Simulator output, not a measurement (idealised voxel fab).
process module | voxel plated lines
cross-section cut | 190 nm wide | cells 5 nm
A cross-section is a grid of square cells, given in bands from the top down. A band is one or more rows of cells.
Each band's line starts with the height of the band's top and of its bottom, in nm. Then come its materials from left to right, each with its width in nm. One material with "throughout" fills the band from edge to edge. "air" is empty space.
Height 0 is the level under which the wafer as received is all one material. The lowest band goes on downwards, as in "0 down".
A width such as "30 to 40" changes by the same amount from each row of cells to the next, from the band's top row to its bottom row.
"no change" after a step means that no cell of the cross-section changed.
closed voids: empty space of 8 cells or more with no open way to the top, each as width x height at its distance from the left edge, in nm
after a step's settings: what the simulator itself notes on the step
overlay nm, on a step with a mask: how far to the right of its planned place the mask lay; to the left if negative
plan
1 op RECEIVE | material Si
2 op CONFORMAL_DEP | material Al2O3 | thk nm 5
3 op DIRECTIONAL_DEP | material TiN | thk nm 5
4 op PATTERN | tone open | mask id LINES | material resist | width nm 20 | pitch nm 35 | thk nm 15 | overlay nm -15
5 op EPI | material Ru | thk nm 5
6 op STRIP | etch materials resist
7 op DIRECTIONAL_ETCH | etch materials TiN | depth nm 5
8 op CONFORMAL_DEP | material SiN | thk nm 10
varied across the wafers: overlay nm of step 4. The plan shows the first wafer's value. All wafers start alike
first wafer as received, after step 1
  0 down: Si throughout
  closed voids: none
each wafer at the end: cells of each material gained (+) or lost (-) since it was received, then its closed voids
overlay nm -15 | +38 Al2O3 | +16 Ru | +102 SiN | +16 TiN | closed voids: none
overlay nm -10 | +38 Al2O3 | +16 Ru | +102 SiN | +16 TiN | closed voids: none
overlay nm -5 | +38 Al2O3 | +16 Ru | +102 SiN | +16 TiN | closed voids: none
overlay nm 0 | +38 Al2O3 | +16 Ru | +102 SiN | +16 TiN | closed voids: none
overlay nm 5 | +38 Al2O3 | +16 Ru | +102 SiN | +16 TiN | closed voids: none
overlay nm 10 | +38 Al2O3 | +16 Ru | +102 SiN | +16 TiN | closed voids: none
overlay nm 15 | +38 Al2O3 | +16 Ru | +102 SiN | +16 TiN | closed voids: none
